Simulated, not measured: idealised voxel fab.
You're looking at the process module voxel released beams.
We display cut, a cross-section 210 nm in width whose square cells are each 5 nm.
How to read a cross-section here: the picture is a grid of square cells, written as bands going from the top down, and any band can span one or more rows of cells. Heights first: top, then bottom, in nm. Then materials, left to right, each with a width in nm. "throughout" on a single material: fills the band edge to edge. "blank": empty space. Measure heights from 0. That's the level where, below it, the as-received wafer is all one material. The lowest band is bottomless and extends downward; write it as in "0 and below". The expression "30..40" gives the width at the extremes of the band, the first number at its top row of cells and the second at its bottom row, with the width changing by equal amounts from each row to the next in between. What does "same as before" mean for a step? It means no cell of the cross-section changed in that step. Each empty space that has no open way to the top and spans at least 8 cells appears under "Tabulated closed voids" as width x height at distance, the distance counted from the left edge, all in nm. That trailing text on a step's line, after the settings, is the simulator's own remark on the step. overlay nm: right-of-plan distance of the mask on a masked step; negative values mean left-of-plan.
# Below is the list of planned process steps
| 1 | RECEIVE with material Si |
| 2 | CONFORMAL_DEP with material SiN, thk nm 5 |
| 3 | DIRECTIONAL_DEP with material SiO2, thk nm 10 |
| 4 | DIRECTIONAL_DEP with material aC, thk nm 15 |
| 5 | PATTERN with tone open, mask id ANCHOR, material resist, width nm 35, thk nm 35, overlay nm 0 |
| 6 | DIRECTIONAL_ETCH with etch materials aC, depth nm 15 |
| 7 | STRIP with etch materials resist |
| 8 | DIRECTIONAL_ETCH with etch materials SiO2, depth nm 10 |
| 9 | STRIP with etch materials aC |
| 10 | CONFORMAL_DEP with material W, thk nm 15 |
| 11 | DIRECTIONAL_DEP with material aC, thk nm 15 |
| 12 | PATTERN with tone cover, mask id BEAM, material resist, width nm 120, thk nm 30, overlay nm 0 |
| 13 | DIRECTIONAL_ETCH with etch materials aC, depth nm 15 |
| 14 | STRIP with etch materials resist |
| 15 | DIRECTIONAL_ETCH with etch materials W, depth nm 15 |
| 16 | STRIP with etch materials aC |
| 17 | STRIP with etch materials SiO2 |
# Incoming wafer in cross-section (state: after step 1)
* 0 and below  Si throughout
* Tabulated closed voids: none
# The first of the two wafers as seen in cross-section once the module was finished; processing followed the plan
* 30 down to 20  40 blank, 20 W, 5 blank, 95 W, 50 blank
* 20 down to 15  40 blank, 120 W, 50 blank
* 15 down to 5  45 blank, 35 W, 130 blank
* 5 down to 0  SiN throughout
* 0 and below  Si throughout
* Tabulated closed voids: none
# Now the second wafer, cross-sectioned at the end of the module. Nothing different at the start, nothing different in the plan compared with the first, just one mistake when it was actually run
* 45 down to 30  40 blank, 120 W, 50 blank
* 30 down to 15  W throughout
* 15 down to 5  45 SiO2, 35 W, 130 SiO2
* 5 down to 0  SiN throughout
* 0 and below  Si throughout
* Tabulated closed voids: none
Misprocessing identified: step 10 of the plan was executed twice over
Wrapping up, a cell-based count of both wafers puts the second over or under the first for these materials: +70 SiO2; +128 W
